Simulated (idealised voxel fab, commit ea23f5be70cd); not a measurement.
process module | voxel gate over fins
cross-section cut | 255 nm wide | cells 5 nm
A cross-section is a grid of square cells, given in bands from the top down. A band is one or more rows of cells.
Each band's line starts with the height of the band's top and of its bottom, in nm. Then come its materials from left to right, each with its width in nm. One material with "throughout" fills the band from edge to edge. "air" is empty space.
Height 0 is the level under which the wafer as received is all one material. The lowest band goes on downwards, as in "0 down".
A width such as "30 to 40" changes by the same amount from each row of cells to the next, from the band's top row to its bottom row.
"no change" after a step means that no cell of the cross-section changed.
closed voids: empty space of 8 cells or more with no open way to the top, each as width x height at its distance from the left edge, in nm
after a step's settings: what the simulator itself notes on the step
overlay nm, on a step with a mask: how far to the right of its planned place the mask lay; to the left if negative
plan
1 op RECEIVE | material Si
2 op CONFORMAL_DEP | material SiN | thk nm 10
3 op DIRECTIONAL_DEP | material aC | thk nm 10
4 op PATTERN | tone cover | mask id FINS | material resist | width nm 15 | pitch nm 45 | thk nm 25 | overlay nm 0
5 op DIRECTIONAL_ETCH | etch materials aC | depth nm 10
6 op STRIP | etch materials resist
7 op DIRECTIONAL_ETCH | etch materials SiN | depth nm 10
8 op DIRECTIONAL_ETCH | etch materials Si | depth nm 40
9 op STRIP | etch materials aC
10 op FILL_DEP | material SiO2 | thk nm 5
11 op CMP | height nm 10
12 op SELECTIVE_ETCH | etch materials SiO2 | depth nm 25
13 op STRIP | etch materials SiN
14 op CONFORMAL_DEP | material HfO2 | thk nm 5
15 op CONFORMAL_DEP | material TiN | thk nm 5
16 op FILL_DEP | material W | thk nm 15
17 op CMP | height nm 20
18 op CONFORMAL_DEP | material SiN | thk nm 5
as received, after step 1
  0 down: Si throughout
  closed voids: none
first wafer at the end, as planned
  25 to 20: SiN throughout
  20 to 10: W throughout
  10 to 5: W 65 | TiN 35 | W 10 | TiN 35 | W 10 | TiN 35 | W 65
  5 to 0: W 65 | TiN 5 | HfO2 25 | TiN 5 | W 10 | TiN 5 | HfO2 25 | TiN 5 | W 10 | TiN 5 | HfO2 25 | TiN 5 | W 65
  0 to -5: W 65 | TiN 5 | HfO2 5 | Si 15 | HfO2 5 | TiN 5 | W 10 | TiN 5 | HfO2 5 | Si 15 | HfO2 5 | TiN 5 | W 10 | TiN 5 | HfO2 5 | Si 15 | HfO2 5 | TiN 5 | W 65
  -5 to -10: TiN 70 | HfO2 5 | Si 15 | HfO2 5 | TiN 20 | HfO2 5 | Si 15 | HfO2 5 | TiN 20 | HfO2 5 | Si 15 | HfO2 5 | TiN 70
  -10 to -15: HfO2 75 | Si 15 | HfO2 30 | Si 15 | HfO2 30 | Si 15 | HfO2 75
  -15 to -40: SiO2 75 | Si 15 | SiO2 30 | Si 15 | SiO2 30 | Si 15 | SiO2 75
  -40 down: Si throughout
  closed voids: none
second wafer at the end: like start, like plan, one mistake
  25 to 20: SiN throughout
  20 to 5: W throughout
  5 to 0: W 70 | TiN 25 | W 20 | TiN 25 | W 20 | TiN 25 | W 70
  0 to -10: W 70 | TiN 5 | Si 15 | TiN 5 | W 20 | TiN 5 | Si 15 | TiN 5 | W 20 | TiN 5 | Si 15 | TiN 5 | W 70
  -10 to -15: TiN 75 | Si 15 | TiN 30 | Si 15 | TiN 30 | Si 15 | TiN 75
  -15 to -40: SiO2 75 | Si 15 | SiO2 30 | Si 15 | SiO2 30 | Si 15 | SiO2 75
  -40 down: Si throughout
  closed voids: none
what went wrong: step 14 was left out
at the end the second wafer has, in cells: 69 fewer of HfO2 | 69 more of W
